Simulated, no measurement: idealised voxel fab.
process module | voxel self aligned vias
cross-section cut | 250 nm wide | cells 5 nm
A cross-section is a grid of square cells, given in bands from the top down. A band is one or more rows of cells.
Each band's line starts with the height of the band's top and of its bottom, in nm. Then come its materials from left to right, each with its width in nm. One material with "throughout" fills the band from edge to edge. "air" is empty space.
Height 0 is the level under which the wafer as received is all one material. The lowest band goes on downwards, as in "0 down".
A width such as "30 to 40" changes by the same amount from each row of cells to the next, from the band's top row to its bottom row.
"no change" after a step means that no cell of the cross-section changed.
closed voids: empty space of 8 cells or more with no open way to the top, each as width x height at its distance from the left edge, in nm
after a step's settings: what the simulator itself notes on the step
overlay nm, on a step with a mask: how far to the right of its planned place the mask lay; to the left if negative
plan
1 op RECEIVE | material Si
2 op CONFORMAL_DEP | material SiO2 | thk nm 15
3 op CONFORMAL_DEP | material SiCN | thk nm 5
4 op DIRECTIONAL_DEP | material SiO2 | thk nm 25
5 op MASKED_ETCH | tone open | mask id LINES | width nm 25 | pitch nm 65 | etch materials SiO2 | depth nm 25 | overlay nm 0
6 op CONFORMAL_DEP | material TiN | thk nm 5
7 op FILL_DEP | material W | thk nm 5
8 op CMP | height nm 45
9 op SELECTIVE_ETCH | etch materials W Ru TiN | depth nm 10
10 op FILL_DEP | material SiN | thk nm 10
11 op CMP | height nm 45
12 op DIRECTIONAL_DEP | material SiO2 | thk nm 20
13 op MASKED_ETCH | tone open | mask id VIAS | width nm 35 | pitch nm 65 | etch materials SiO2 | depth nm 20 | overlay nm 0
14 op MASKED_ETCH | tone open | mask id VIAS | width nm 35 | pitch nm 65 | etch materials SiN | depth nm 10 | overlay nm 0
15 op CONFORMAL_DEP | material TiN | thk nm 5
16 op FILL_DEP | material W | thk nm 10
17 op CMP | height nm 65
18 op CONFORMAL_DEP | material SiN | thk nm 5
as received, after step 1
  0 down: Si throughout
  closed voids: none
first wafer at the end, as planned
  70 to 65: SiN throughout
  65 to 50: SiO2 75 | TiN 5 | W 25 | TiN 5 | SiO2 30 | TiN 5 | W 25 | TiN 5 | SiO2 75
  50 to 40: SiO2 75 to 80 | TiN 10 to 5 | W 15 | TiN 10 to 5 | SiO2 30 to 40 | TiN 10 to 5 | W 15 | TiN 10 to 5 | SiO2 75 to 80
  40 to 35: SiO2 80 | TiN 25 | SiO2 40 | TiN 25 | SiO2 80
  35 to 25: SiO2 80 | TiN 5 | W 15 | TiN 5 | SiO2 40 | TiN 5 | W 15 | TiN 5 | SiO2 80
  25 to 20: SiO2 80 | TiN 25 | SiO2 40 | TiN 25 | SiO2 80
  20 to 15: SiCN throughout
  15 to 0: SiO2 throughout
  0 down: Si throughout
  closed voids: none
second wafer at the end: like start, like plan, one mistake
  70 to 65: SiN throughout
  65 to 50: SiO2 75 | TiN 5 | W 25 | TiN 5 | SiO2 30 | TiN 5 | W 25 | TiN 5 | SiO2 75
  50 to 40: SiO2 75 to 80 | TiN 10 to 5 | W 15 | TiN 10 to 5 | SiO2 30 to 40 | TiN 10 to 5 | W 15 | TiN 10 to 5 | SiO2 75 to 80
  40 to 35: SiO2 80 | TiN 25 | SiO2 40 | TiN 25 | SiO2 80
  35 to 25: SiO2 80 | TiN 5 | W 15 | TiN 5 | SiO2 40 | TiN 5 | W 15 | TiN 5 | SiO2 80
  25 to 20: SiO2 80 | TiN 25 | SiO2 40 | TiN 25 | SiO2 80
  20 to 5: SiO2 throughout
  5 to 0: SiCN throughout
  0 down: Si throughout
  closed voids: none
what went wrong: steps 2 and 3 were swapped
at the end the second wafer has, in cells: as many of each material as the first, in other places
